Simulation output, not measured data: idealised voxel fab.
The process module that follows is named voxel released beams.
Square cells of 5 nm make up the cross-section cut, whose width is 160 nm.
In this document a cross-section is written as a grid of square cells. It is given as a series of bands, listed from the top down, and a band is one or more rows of cells.
Band: top and bottom heights (nm) first, top before bottom; then materials from left to right, widths in nm. "edge to edge" marks a sole material filling the band edge to edge. "air" denotes empty space.
Heights are reckoned from 0. Under this level, the received wafer is all of one material. The bottommost band is open-ended downward, for example "0..down".
The expression "30->40" gives the width at the extremes of the band, the first number at its top row of cells and the second at its bottom row, with the width changing by equal amounts from each row to the next in between.
"nothing got changed" (step): cross-section cells unchanged, all of them.
What "Closed internal cavities" gives you is every empty space of 8 cells or more that is cut off from the top. Each appears as width x height at distance, with the distance taken from the left edge and width, height and distance all in nm.
Step line, after settings: the simulator's comment on this step.
overlay nm: step with mask; distance mask lay right of planned place; negative value = left of planned place.

Here's what the planned process steps look like:
| 1 | RECEIVE [material Si] |
| 2 | CONFORMAL_DEP [material SiN] [thk nm 5] |
| 3 | DIRECTIONAL_DEP [material SiO2] [thk nm 10] |
| 4 | DIRECTIONAL_DEP [material aC] [thk nm 10] |
| 5 | PATTERN [tone open] [mask id ANCHOR] [material resist] [width nm 30] [thk nm 30] [overlay nm 0] |
| 6 | DIRECTIONAL_ETCH [etch materials aC] [depth nm 10] |
| 7 | STRIP [etch materials resist] |
| 8 | DIRECTIONAL_ETCH [etch materials SiO2] [depth nm 10] |
| 9 | STRIP [etch materials aC] |
| 10 | CONFORMAL_DEP [material polySi] [thk nm 10] |
| 11 | PATTERN [tone cover] [mask id BEAM] [material resist] [width nm 105] [thk nm 15] [overlay nm 0] |
| 12 | DIRECTIONAL_ETCH [etch materials polySi] [depth nm 10] |
| 13 | STRIP [etch materials resist] |
| 14 | STRIP [etch materials SiO2] |

Wafer cross-section on receipt, i.e. after step 1:
0..down = Si edge to edge
Closed internal cavities: none

Final wafer profile in cross-section after the module, from the same start and plan as above, with one mistake made during processing:
25..15 = air: 25; polySi: 45; air: 90
15..5 = air: 20; polySi: 10; SiO2: 30; polySi: 70; air: 30
5..0 = SiN edge to edge
0..down = Si edge to edge
Closed internal cavities: none
Where did the run depart from the plan? note that step 5 departed from the planned setting and was carried out as PATTERN [tone cover] [mask id ANCHOR] [material resist] [width nm 30] [thk nm 30] [overlay nm 0]
